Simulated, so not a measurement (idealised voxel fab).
Process module, titled voxel ribs on slabs
This is section cut - it's 205 nm across, gridded in 5 nm square cells.
Cross-section format: a grid of square cells, given as bands from top to bottom; each band is one or more rows of cells. Basically the band line says how high the top is and how high the bottom is, in nm, and then what's in it from left to right, every material with its width in nm. Empty space shows up as "empty", and if a single material carries "edge to edge" it runs the full band edge to edge. For the purposes of this specification, 0 denotes the height below which the wafer in its as-received condition is composed wholly of one material, and the lowermost band, lacking a lower limit, extends downward without end, as expressed in "top 0, no bottom". With a width like "30..40", each row of cells in the band differs from the next by the same amount, the top row carrying the first number and the bottom row the second. Given "no change occurred" for a step, no cell of the cross-section differs between before and after that step. Under "Tabulated closed voids" you'll find the enclosed gaps, the ones with no way out to the top, that are 8 cells or bigger; each reads width x height at distance, with distance counted from the left edge, everything in nm. after a step's settings: what the simulator itself notes on the step. A step's line can hold "overlay nm"; with a mask on that step, the setting says how far right of the planned place the mask lay, while a negative setting says it lay to the left.

Process steps foreseen in the plan:
1. RECEIVE (material Si)
2. DIRECTIONAL_DEP (material SiO2; thk nm 25)
3. DIRECTIONAL_DEP (material SiN; thk nm 15)
4. DIRECTIONAL_DEP (material aC; thk nm 15)
5. PATTERN (tone cover; mask id RIB; material resist; width nm 20; thk nm 30; overlay nm 0)
6. DIRECTIONAL_ETCH (etch materials aC; depth nm 15)
7. STRIP (etch materials resist)
8. DIRECTIONAL_ETCH (etch materials SiN; depth nm 5)
9. STRIP (etch materials aC)
10. MASKED_ETCH (tone cover; mask id SLAB; width nm 80; etch materials SiN; depth nm 10; overlay nm 0)
11. FILL_DEP (material SiO2; thk nm 25)
12. CMP (height nm 55)
13. DIRECTIONAL_DEP (material TiN; thk nm 5)
14. PATTERN (tone cover; mask id HEATER; material resist; width nm 30; thk nm 15; overlay nm 0)
15. DIRECTIONAL_ETCH (etch materials TiN; depth nm 5)
16. STRIP (etch materials resist)
17. CONFORMAL_DEP (material SiO2; thk nm 10)

Cross-sectional view of the wafer in its as-received condition, corresponding to the state after step 1:
> top 0, no bottom  Si edge to edge
> Tabulated closed voids: none

Cross-section taken at module completion on the first of two wafers; processed per the plan:
> top 70, bottom 65  empty: 75; SiO2: 50; empty: 80
> top 65, bottom 60  SiO2 edge to edge
> top 60, bottom 55  SiO2: 85; TiN: 30; SiO2: 90
> top 55, bottom 40  SiO2 edge to edge
> top 40, bottom 35  SiO2: 90; SiN: 20; SiO2: 95
> top 35, bottom 25  SiO2: 60; SiN: 80; SiO2: 65
> top 25, bottom 0  SiO2 edge to edge
> top 0, no bottom  Si edge to edge
> Tabulated closed voids: none

Module end: cross-section of wafer two of two. Same start and process plan as the first wafer. One mistake during execution:
> top 70, bottom 65  empty: 75; SiO2: 50; empty: 80
> top 65, bottom 60  SiO2 edge to edge
> top 60, bottom 55  SiO2: 85; TiN: 30; SiO2: 90
> top 55, bottom 50  SiO2: 90; SiN: 20; SiO2: 95
> top 50, bottom 40  SiO2: 60; SiN: 80; SiO2: 65
> top 40, bottom 25  SiN edge to edge
> top 25, bottom 0  SiO2 edge to edge
> top 0, no bottom  Si edge to edge
> Tabulated closed voids: none
Against the plan, the run slipped here: heads up, step 3 of the plan got done twice
Count the cells at the end and the second wafer has more or fewer of some materials than the first: SiN: 123 more | SiO2: 123 fewer
